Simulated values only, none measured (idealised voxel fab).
The document below concerns the process module designated voxel capacitor over wiring.
Section cut is 300 nm wide and gridded with 5 nm square cells.
For the purposes of this document, a cross-section shall be understood as a grid of square cells, specified as bands listed in top-to-bottom order, each band consisting of one or more rows of cells. Each band's line starts with the height of the band's top and of its bottom, in nm. Then come its materials from left to right, each with its width in nm. One material with "edge to edge" fills the band from edge to edge. "blank" is empty space. Beneath 0, the wafer as received is one material, and that level is where height counting begins. The lowest band goes on downward without a bottom; it is written like "top 0, no bottom". So if you see something like "30->40" for the width, read it as the top row of the band sitting at the first number and the bottom row at the second, with every row in between moving by the same amount as the last. For the purposes of this document, the phrase "nothing got changed" attached to a step denotes that no cell within the cross-section was modified by that step. The list in "Enclosed void listing" covers empty spaces of 8 cells or more that cannot reach the top through any open way, and it gives each as width x height at distance; the distance is from the left edge, and width, height and distance are in nm. Step line, after settings: the simulator's comment on this step. overlay nm: step with mask; distance mask lay right of planned place; negative value = left of planned place.

Process steps - plan
- 1: op RECEIVE | material Si
- 2: op CONFORMAL_DEP | material SiO2 | thk nm 15
- 3: op DIRECTIONAL_DEP | material TiN | thk nm 5
- 4: op DIRECTIONAL_DEP | material Ru | thk nm 20
- 5: op PATTERN | tone cover | mask id METAL_1 | material resist | width nm 20 | pitch nm 75 | thk nm 20 | overlay nm 0
- 6: op DIRECTIONAL_ETCH | etch materials Ru | depth nm 20
- 7: op DIRECTIONAL_ETCH | etch materials TiN | depth nm 5
- 8: op STRIP | etch materials resist
- 9: op FILL_DEP | material SiO2 | thk nm 5
- 10: op CMP | height nm 40
- 11: op CONFORMAL_DEP | material SiCN | thk nm 5
- 12: op DIRECTIONAL_DEP | material lowk | thk nm 20
- 13: op MASKED_ETCH | tone open | mask id PLUG_1 | width nm 15 | etch materials lowk | depth nm 20 | overlay nm 0
- 14: op MASKED_ETCH | tone open | mask id PLUG_1 | width nm 15 | etch materials SiCN | depth nm 5 | overlay nm 0
- 15: op EPI | material Ru | thk nm 10
- 16: op EPI | material Ru | thk nm 10
- 17: op EPI | material Ru | thk nm 5
- 18: op DIRECTIONAL_DEP | material TiN | thk nm 5
- 19: op DIRECTIONAL_DEP | material SiN | thk nm 5
- 20: op DIRECTIONAL_DEP | material TiN | thk nm 10
- 21: op PATTERN | tone cover | mask id UPPER_PLATE | material resist | width nm 60 | thk nm 20 | overlay nm 0
- 22: op DIRECTIONAL_ETCH | etch materials TiN | depth nm 10
- 23: op DIRECTIONAL_ETCH | etch materials SiN | depth nm 5
- 24: op STRIP | etch materials resist
- 25: op MASKED_ETCH | tone cover | mask id LOWER_PLATE | width nm 70 | etch materials TiN | depth nm 5 | overlay nm 0
- 26: op FILL_DEP | material SiO2 | thk nm 15
- 27: op CMP | height nm 95
- 28: op PATTERN | tone open | mask id PLUG_2 | material resist | width nm 15 | thk nm 15 | overlay nm 0
- 29: op DIRECTIONAL_ETCH | etch materials SiO2 | depth nm 10
- 30: op STRIP | etch materials resist
- 31: op CONFORMAL_DEP | material TiN | thk nm 5
- 32: op FILL_DEP | material W | thk nm 10
- 33: op CMP | height nm 95
- 34: op CONFORMAL_DEP | material SiCN | thk nm 5

Shown in cross-section is the wafer as received, that is, as it stands after step 1
  top 0, no bottom: Si edge to edge
  Enclosed void listing: none

Module complete, cross-section. Starting point and plan per above. One mistake made in running the module
  top 100, bottom 95: SiCN edge to edge
  top 95, bottom 90: SiO2 115 / TiN 5 / W 5 / TiN 5 / SiO2 170
  top 90, bottom 85: SiO2 115 / TiN 15 / SiO2 170
  top 85, bottom 75: SiO2 105 / TiN 15 / SiO2 180
  top 75, bottom 70: SiO2 105 / SiN 15 / SiO2 180
  top 70, bottom 65: SiO2 105 / TiN 15 / SiO2 180
  top 65, bottom 55: SiO2 105 / lowk 15 / TiN 45 / SiO2 135
  top 55, bottom 50: SiO2 105 / lowk 15 / SiN 45 / SiO2 135
  top 50, bottom 45: SiO2 100 / TiN 5 / lowk 15 / TiN 50 / SiO2 130
  top 45, bottom 40: SiCN edge to edge
  top 40, bottom 20: SiO2 100 / Ru 20 / SiO2 55 / Ru 20 / SiO2 105
  top 20, bottom 15: SiO2 100 / TiN 20 / SiO2 55 / TiN 20 / SiO2 105
  top 15, bottom 0: SiO2 edge to edge
  top 0, no bottom: Si edge to edge
  Enclosed void listing: none
Nonconformance to the process plan: step 13, actual vs plan mismatch, actual run op MASKED_ETCH | tone cover | mask id PLUG_1 | width nm 15 | etch materials lowk | depth nm 20 | overlay nm 0
